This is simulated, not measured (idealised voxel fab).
process module | voxel trench capacitor
cross-section cut | 265 nm wide | cells 5 nm
A cross-section is a grid of square cells, given in bands from the top down. A band is one or more rows of cells.
Each band's line starts with the height of the band's top and of its bottom, in nm. Then come its materials from left to right, each with its width in nm. One material with "throughout" fills the band from edge to edge. "air" is empty space.
Height 0 is the level under which the wafer as received is all one material. The lowest band goes on downwards, as in "0 down".
A width such as "30 to 40" changes by the same amount from each row of cells to the next, from the band's top row to its bottom row.
"no change" after a step means that no cell of the cross-section changed.
closed voids: empty space of 8 cells or more with no open way to the top, each as width x height at its distance from the left edge, in nm
after a step's settings: what the simulator itself notes on the step
overlay nm, on a step with a mask: how far to the right of its planned place the mask lay; to the left if negative
plan
1 op RECEIVE | material Si
2 op CONFORMAL_DEP | material SiN | thk nm 10
3 op PATTERN | tone open | mask id TRENCH | material resist | width nm 30 | pitch nm 45 | thk nm 15 | overlay nm 0
4 op DIRECTIONAL_ETCH | etch materials SiN | depth nm 10
5 op DIRECTIONAL_ETCH | etch materials Si | depth nm 40
6 op STRIP | etch materials resist
7 op CONFORMAL_DEP | material HfO2 | thk nm 5
8 op CONFORMAL_DEP | material TiN | thk nm 5
9 op FILL_DEP | material W | thk nm 5
10 op CMP | height nm 10
as received, after step 1
  0 down: Si throughout
  closed voids: none
a wafer at the end: this start, this plan, one mistake
  10 to 0: SiN 75 | HfO2 5 | TiN 5 | W 5 | TiN 5 | HfO2 5 | SiN 20 | HfO2 5 | TiN 5 | W 5 | TiN 5 | HfO2 5 | SiN 20 | HfO2 5 | TiN 5 | W 5 | TiN 5 | HfO2 5 | SiN 75
  0 to -30: Si 75 | HfO2 5 | TiN 5 | W 5 | TiN 5 | HfO2 5 | Si 20 | HfO2 5 | TiN 5 | W 5 | TiN 5 | HfO2 5 | Si 20 | HfO2 5 | TiN 5 | W 5 | TiN 5 | HfO2 5 | Si 75
  -30 to -35: Si 75 | HfO2 5 | TiN 15 | HfO2 5 | Si 20 | HfO2 5 | TiN 15 | HfO2 5 | Si 20 | HfO2 5 | TiN 15 | HfO2 5 | Si 75
  -35 to -40: Si 75 | HfO2 25 | Si 20 | HfO2 25 | Si 20 | HfO2 25 | Si 75
  -40 down: Si throughout
  closed voids: none
what went wrong: step 3 ran as: op PATTERN | tone open | mask id TRENCH | material resist | width nm 25 | pitch nm 45 | thk nm 15 | overlay nm 0
